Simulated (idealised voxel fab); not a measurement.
process module | voxel capacitor over wiring
cross-section cut | 160 nm wide | cells 5 nm
A cross-section is a grid of square cells, given in bands from the top down. A band is one or more rows of cells.
Each band's line starts with the height of the band's top and of its bottom, in nm. Then come its materials from left to right, each with its width in nm. One material with "throughout" fills the band from edge to edge. "air" is empty space.
Height 0 is the level under which the wafer as received is all one material. The lowest band goes on downwards, as in "0 down".
A width such as "30 to 40" changes by the same amount from each row of cells to the next, from the band's top row to its bottom row.
"no change" after a step means that no cell of the cross-section changed.
closed voids: empty space of 8 cells or more with no open way to the top, each as width x height at its distance from the left edge, in nm
after a step's settings: what the simulator itself notes on the step
overlay nm, on a step with a mask: how far to the right of its planned place the mask lay; to the left if negative
plan
1 op RECEIVE | material Si
2 op CONFORMAL_DEP | material SiO2 | thk nm 15
3 op DIRECTIONAL_DEP | material TiN | thk nm 5
4 op DIRECTIONAL_DEP | material W | thk nm 25
5 op DIRECTIONAL_DEP | material aC | thk nm 10
6 op PATTERN | tone cover | mask id METAL_1 | material resist | width nm 20 | pitch nm 70 | thk nm 25 | overlay nm 0
7 op DIRECTIONAL_ETCH | etch materials aC | depth nm 10
8 op STRIP | etch materials resist
9 op DIRECTIONAL_ETCH | etch materials W | depth nm 25
10 op DIRECTIONAL_ETCH | etch materials TiN | depth nm 5
11 op STRIP | etch materials aC
12 op FILL_DEP | material SiO2 | thk nm 5
13 op CMP | height nm 45
14 op CONFORMAL_DEP | material SiCN | thk nm 5
15 op DIRECTIONAL_DEP | material lowk | thk nm 10
16 op MASKED_ETCH | tone open | mask id PLUG_1 | width nm 15 | etch materials lowk | depth nm 10 | overlay nm 0
17 op MASKED_ETCH | tone open | mask id PLUG_1 | width nm 15 | etch materials SiCN | depth nm 5 | overlay nm 0
18 op EPI | material Ru | thk nm 10
19 op EPI | material Ru | thk nm 5
20 op DIRECTIONAL_DEP | material TiN | thk nm 10
21 op DIRECTIONAL_DEP | material SiN | thk nm 5
22 op DIRECTIONAL_DEP | material TiN | thk nm 10
23 op DIRECTIONAL_DEP | material aC | thk nm 10
24 op PATTERN | tone cover | mask id UPPER_PLATE | material resist | width nm 55 | thk nm 30 | overlay nm 0
25 op DIRECTIONAL_ETCH | etch materials aC | depth nm 10
26 op STRIP | etch materials resist
27 op DIRECTIONAL_ETCH | etch materials TiN | depth nm 10
28 op DIRECTIONAL_ETCH | etch materials SiN | depth nm 5
29 op STRIP | etch materials aC
30 op PATTERN | tone cover | mask id LOWER_PLATE | material resist | width nm 65 | thk nm 20 | overlay nm 0
31 op DIRECTIONAL_ETCH | etch materials TiN | depth nm 10
32 op STRIP | etch materials resist
33 op FILL_DEP | material SiO2 | thk nm 15
34 op CMP | height nm 95
35 op PATTERN | tone open | mask id PLUG_2 | material resist | width nm 15 | thk nm 15 | overlay nm 0
36 op DIRECTIONAL_ETCH | etch materials SiO2 | depth nm 10
37 op STRIP | etch materials resist
38 op CONFORMAL_DEP | material TiN | thk nm 5
39 op FILL_DEP | material W | thk nm 10
40 op CMP | height nm 95
41 op CONFORMAL_DEP | material SiCN | thk nm 5
first wafer, as planned
as received, after step 1
  0 down: Si throughout
  closed voids: none
after step 2
  15 to 0: SiO2 throughout
  below 0: unchanged
after step 3
  20 to 15: TiN throughout
  below 15: unchanged
after step 4
  45 to 20: W throughout
  below 20: unchanged
after step 5
  55 to 45: aC throughout
  below 45: unchanged
after step 6
  80 to 55: air 35 | resist 20 | air 50 | resist 20 | air 35
  below 55: unchanged
after step 7
  70 to 55: air 35 | resist 20 | air 50 | resist 20 | air 35
  55 to 45: air 35 | aC 20 | air 50 | aC 20 | air 35
  below 45: unchanged
after step 8
  55 to 45: air 35 | aC 20 | air 50 | aC 20 | air 35
  below 45: unchanged
after step 9
  55 to 45: air 35 | aC 20 | air 50 | aC 20 | air 35
  45 to 20: air 35 | W 20 | air 50 | W 20 | air 35
  below 20: unchanged
after step 10
  55 to 45: air 35 | aC 20 | air 50 | aC 20 | air 35
  45 to 20: air 35 | W 20 | air 50 | W 20 | air 35
  20 to 15: air 35 | TiN 20 | air 50 | TiN 20 | air 35
  below 15: unchanged
after step 11
  45 to 20: air 35 | W 20 | air 50 | W 20 | air 35
  below 20: unchanged
after step 12
  50 to 45: SiO2 throughout
  45 to 20: SiO2 35 | W 20 | SiO2 50 | W 20 | SiO2 35
  20 to 15: SiO2 35 | TiN 20 | SiO2 50 | TiN 20 | SiO2 35
  below 15: unchanged
after step 13
  45 to 20: SiO2 35 | W 20 | SiO2 50 | W 20 | SiO2 35
  below 20: unchanged
after step 14
  50 to 45: SiCN throughout
  below 45: unchanged
after step 15
  60 to 50: lowk throughout
  below 50: unchanged
after step 16
  60 to 50: lowk 40 | air 15 | lowk 105
  below 50: unchanged
after step 17
  60 to 50: lowk 40 | air 15 | lowk 105
  50 to 45: SiCN 40 | air 15 | SiCN 105
  below 45: unchanged
after step 18
  60 to 55: lowk 40 | air 15 | lowk 105
  55 to 50: lowk 40 | Ru 15 | lowk 105
  50 to 45: SiCN 40 | Ru 15 | SiCN 105
  below 45: unchanged
after step 19
  60 to 50: lowk 40 | Ru 15 | lowk 105
  below 50: unchanged
after step 20
  70 to 60: TiN throughout
  below 60: unchanged
after step 21
  75 to 70: SiN throughout
  below 70: unchanged
after step 22
  85 to 75: TiN throughout
  below 75: unchanged
after step 23
  95 to 85: aC throughout
  below 85: unchanged
after step 24
  125 to 95: air 40 | resist 55 | air 65
  below 95: unchanged
after step 25
  115 to 95: air 40 | resist 55 | air 65
  95 to 85: air 40 | aC 55 | air 65
  below 85: unchanged
after step 26
  95 to 85: air 40 | aC 55 | air 65
  below 85: unchanged
after step 27
  95 to 85: air 40 | aC 55 | air 65
  85 to 75: air 40 | TiN 55 | air 65
  below 75: unchanged
after step 28
  95 to 85: air 40 | aC 55 | air 65
  85 to 75: air 40 | TiN 55 | air 65
  75 to 70: air 40 | SiN 55 | air 65
  below 70: unchanged
after step 29
  85 to 75: air 40 | TiN 55 | air 65
  below 75: unchanged
after step 30
  105 to 85: air 35 | resist 65 | air 60
  85 to 75: air 35 | resist 5 | TiN 55 | resist 5 | air 60
  75 to 70: air 35 | resist 5 | SiN 55 | resist 5 | air 60
  below 70: unchanged
after step 31
  105 to 85: air 35 | resist 65 | air 60
  85 to 75: air 35 | resist 5 | TiN 55 | resist 5 | air 60
  75 to 70: air 35 | resist 5 | SiN 55 | resist 5 | air 60
  70 to 60: air 35 | TiN 65 | air 60
  below 60: unchanged
after step 32
  85 to 75: air 40 | TiN 55 | air 65
  75 to 70: air 40 | SiN 55 | air 65
  below 70: unchanged
after step 33
  100 to 85: SiO2 throughout
  85 to 75: SiO2 40 | TiN 55 | SiO2 65
  75 to 70: SiO2 40 | SiN 55 | SiO2 65
  70 to 60: SiO2 35 | TiN 65 | SiO2 60
  below 60: unchanged
after step 34
  95 to 85: SiO2 throughout
  below 85: unchanged
after step 35
  110 to 95: resist 50 | air 15 | resist 95
  below 95: unchanged
after step 36
  110 to 95: resist 50 | air 15 | resist 95
  95 to 85: SiO2 50 | air 15 | SiO2 95
  below 85: unchanged
after step 37
  95 to 85: SiO2 50 | air 15 | SiO2 95
  below 85: unchanged
after step 38
  100 to 95: TiN 55 | air 5 | TiN 100
  95 to 90: SiO2 50 | TiN 5 | air 5 | TiN 5 | SiO2 95
  90 to 85: SiO2 50 | TiN 15 | SiO2 95
  below 85: unchanged
after step 39
  110 to 100: W throughout
  100 to 95: TiN 55 | W 5 | TiN 100
  95 to 90: SiO2 50 | TiN 5 | W 5 | TiN 5 | SiO2 95
  below 90: unchanged
after step 40
  95 to 90: SiO2 50 | TiN 5 | W 5 | TiN 5 | SiO2 95
  below 90: unchanged
after step 41
  100 to 95: SiCN throughout
  below 95: unchanged
second wafer: like start, like plan, one mistake. Through step 1 it matches the first wafer
when step 2 should have ended
  15 to 0: SiN throughout
  below 0: unchanged
when step 3 should have ended
  20 to 15: TiN throughout
  below 15: unchanged
when step 4 should have ended
  45 to 20: W throughout
  below 20: unchanged
when step 5 should have ended
  55 to 45: aC throughout
  below 45: unchanged
when step 6 should have ended
  80 to 55: air 35 | resist 20 | air 50 | resist 20 | air 35
  below 55: unchanged
when step 7 should have ended
  70 to 55: air 35 | resist 20 | air 50 | resist 20 | air 35
  55 to 45: air 35 | aC 20 | air 50 | aC 20 | air 35
  below 45: unchanged
when step 8 should have ended
  55 to 45: air 35 | aC 20 | air 50 | aC 20 | air 35
  below 45: unchanged
when step 9 should have ended
  55 to 45: air 35 | aC 20 | air 50 | aC 20 | air 35
  45 to 20: air 35 | W 20 | air 50 | W 20 | air 35
  below 20: unchanged
when step 10 should have ended
  55 to 45: air 35 | aC 20 | air 50 | aC 20 | air 35
  45 to 20: air 35 | W 20 | air 50 | W 20 | air 35
  20 to 15: air 35 | TiN 20 | air 50 | TiN 20 | air 35
  below 15: unchanged
when step 11 should have ended
  45 to 20: air 35 | W 20 | air 50 | W 20 | air 35
  below 20: unchanged
when step 12 should have ended
  50 to 45: SiO2 throughout
  45 to 20: SiO2 35 | W 20 | SiO2 50 | W 20 | SiO2 35
  20 to 15: SiO2 35 | TiN 20 | SiO2 50 | TiN 20 | SiO2 35
  below 15: unchanged
when step 13 should have ended
  45 to 20: SiO2 35 | W 20 | SiO2 50 | W 20 | SiO2 35
  below 20: unchanged
when step 14 should have ended
  50 to 45: SiCN throughout
  below 45: unchanged
when step 15 should have ended
  60 to 50: lowk throughout
  below 50: unchanged
when step 16 should have ended
  60 to 50: lowk 40 | air 15 | lowk 105
  below 50: unchanged
when step 17 should have ended
  60 to 50: lowk 40 | air 15 | lowk 105
  50 to 45: SiCN 40 | air 15 | SiCN 105
  below 45: unchanged
when step 18 should have ended
  60 to 55: lowk 40 | air 15 | lowk 105
  55 to 50: lowk 40 | Ru 15 | lowk 105
  50 to 45: SiCN 40 | Ru 15 | SiCN 105
  below 45: unchanged
when step 19 should have ended
  60 to 50: lowk 40 | Ru 15 | lowk 105
  below 50: unchanged
when step 20 should have ended
  70 to 60: TiN throughout
  below 60: unchanged
when step 21 should have ended
  75 to 70: SiN throughout
  below 70: unchanged
when step 22 should have ended
  85 to 75: TiN throughout
  below 75: unchanged
when step 23 should have ended
  95 to 85: aC throughout
  below 85: unchanged
when step 24 should have ended
  125 to 95: air 40 | resist 55 | air 65
  below 95: unchanged
when step 25 should have ended
  115 to 95: air 40 | resist 55 | air 65
  95 to 85: air 40 | aC 55 | air 65
  below 85: unchanged
when step 26 should have ended
  95 to 85: air 40 | aC 55 | air 65
  below 85: unchanged
when step 27 should have ended
  95 to 85: air 40 | aC 55 | air 65
  85 to 75: air 40 | TiN 55 | air 65
  below 75: unchanged
when step 28 should have ended
  95 to 85: air 40 | aC 55 | air 65
  85 to 75: air 40 | TiN 55 | air 65
  75 to 70: air 40 | SiN 55 | air 65
  below 70: unchanged
when step 29 should have ended
  85 to 75: air 40 | TiN 55 | air 65
  below 75: unchanged
when step 30 should have ended
  105 to 85: air 35 | resist 65 | air 60
  85 to 75: air 35 | resist 5 | TiN 55 | resist 5 | air 60
  75 to 70: air 35 | resist 5 | SiN 55 | resist 5 | air 60
  below 70: unchanged
when step 31 should have ended
  105 to 85: air 35 | resist 65 | air 60
  85 to 75: air 35 | resist 5 | TiN 55 | resist 5 | air 60
  75 to 70: air 35 | resist 5 | SiN 55 | resist 5 | air 60
  70 to 60: air 35 | TiN 65 | air 60
  below 60: unchanged
when step 32 should have ended
  85 to 75: air 40 | TiN 55 | air 65
  75 to 70: air 40 | SiN 55 | air 65
  below 70: unchanged
when step 33 should have ended
  100 to 85: SiO2 throughout
  85 to 75: SiO2 40 | TiN 55 | SiO2 65
  75 to 70: SiO2 40 | SiN 55 | SiO2 65
  70 to 60: SiO2 35 | TiN 65 | SiO2 60
  below 60: unchanged
when step 34 should have ended
  95 to 85: SiO2 throughout
  below 85: unchanged
when step 35 should have ended
  110 to 95: resist 50 | air 15 | resist 95
  below 95: unchanged
when step 36 should have ended
  110 to 95: resist 50 | air 15 | resist 95
  95 to 85: SiO2 50 | air 15 | SiO2 95
  below 85: unchanged
when step 37 should have ended
  95 to 85: SiO2 50 | air 15 | SiO2 95
  below 85: unchanged
when step 38 should have ended
  100 to 95: TiN 55 | air 5 | TiN 100
  95 to 90: SiO2 50 | TiN 5 | air 5 | TiN 5 | SiO2 95
  90 to 85: SiO2 50 | TiN 15 | SiO2 95
  below 85: unchanged
when step 39 should have ended
  110 to 100: W throughout
  100 to 95: TiN 55 | W 5 | TiN 100
  95 to 90: SiO2 50 | TiN 5 | W 5 | TiN 5 | SiO2 95
  below 90: unchanged
when step 40 should have ended
  95 to 90: SiO2 50 | TiN 5 | W 5 | TiN 5 | SiO2 95
  below 90: unchanged
when step 41 should have ended
  100 to 95: SiCN throughout
  below 95: unchanged
what went wrong: step 2 ran as: op CONFORMAL_DEP | material SiN | thk nm 15
at the end the second wafer has, in cells: 96 more of SiN | 96 fewer of SiO2
